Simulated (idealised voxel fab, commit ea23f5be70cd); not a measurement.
Presented below is a process module, voxel released beams.
Section cut is 300 nm wide and gridded with 5 nm square cells.
Format of a cross-section: grid, square cells. Given as bands. Order: top down. Band: one or more rows of cells. This entry defines a band. It first specifies the height of the band's top and the height of its bottom in nm, and then specifies the band's materials from left to right, stating each material with its width in nm. The word "everywhere" identifies a single material that fills the band from edge to edge, while the word "empty" identifies empty space. Measure heights from 0. That's the level where, below it, the as-received wafer is all one material. The lowest band is bottomless and extends downward; write it as in "0 down". A width such as "30..40" changes by the same amount from each row of cells to the next, from the band's top row to its bottom row. "remained unchanged" (step): cross-section cells unchanged, all of them. Entry "Catalogued sealed voids" = empty spaces >= 8 cells with no open way to the top; each as width x height at distance, distance from left edge, all nm. after a step's settings: what the simulator itself notes on the step. The setting "overlay nm" may be written on the line of a step. When the step uses a mask, the value reports how far to the right of the planned place the mask lay, and a negative value reports that it lay to the left.

The steps planned for the process are as follows:
1,RECEIVE,material Si
2,CONFORMAL_DEP,material SiN,thk nm 5
3,DIRECTIONAL_DEP,material SiO2,thk nm 10
4,DIRECTIONAL_DEP,material aC,thk nm 10
5,PATTERN,tone open,mask id ANCHOR,material resist,width nm 40,thk nm 25,overlay nm 0
6,DIRECTIONAL_ETCH,etch materials aC,depth nm 10
7,STRIP,etch materials resist
8,DIRECTIONAL_ETCH,etch materials SiO2,depth nm 10
9,STRIP,etch materials aC
10,CONFORMAL_DEP,material W,thk nm 15
11,DIRECTIONAL_DEP,material aC,thk nm 15
12,PATTERN,tone cover,mask id BEAM,material resist,width nm 90,thk nm 30,overlay nm 0
13,DIRECTIONAL_ETCH,etch materials aC,depth nm 15
14,STRIP,etch materials resist
15,DIRECTIONAL_ETCH,etch materials W,depth nm 15
16,STRIP,etch materials aC
17,STRIP,etch materials SiO2

Cross-section, incoming material, after step 1:
    0 down | Si everywhere
    Catalogued sealed voids: none

Starting structure and process plan are as shown above, but one mistake was made in running the module; the wafer cross-section at the end of the module follows:
    30 to 25 | 100 of empty; 20 of W; 10 of empty; 60 of W; 110 of empty
    25 to 20 | 120 of W; 10 of empty; 170 of W
    20 to 15 | W everywhere
    15 to 5 | 105 of SiO2; 40 of W; 155 of SiO2
    5 to 0 | SiN everywhere
    0 down | Si everywhere
    Catalogued sealed voids: none
In executing the process, a mistake was made relative to the plan: step 15 did not happen as planned, as run it was DIRECTIONAL_ETCH,etch materials W,depth nm 5
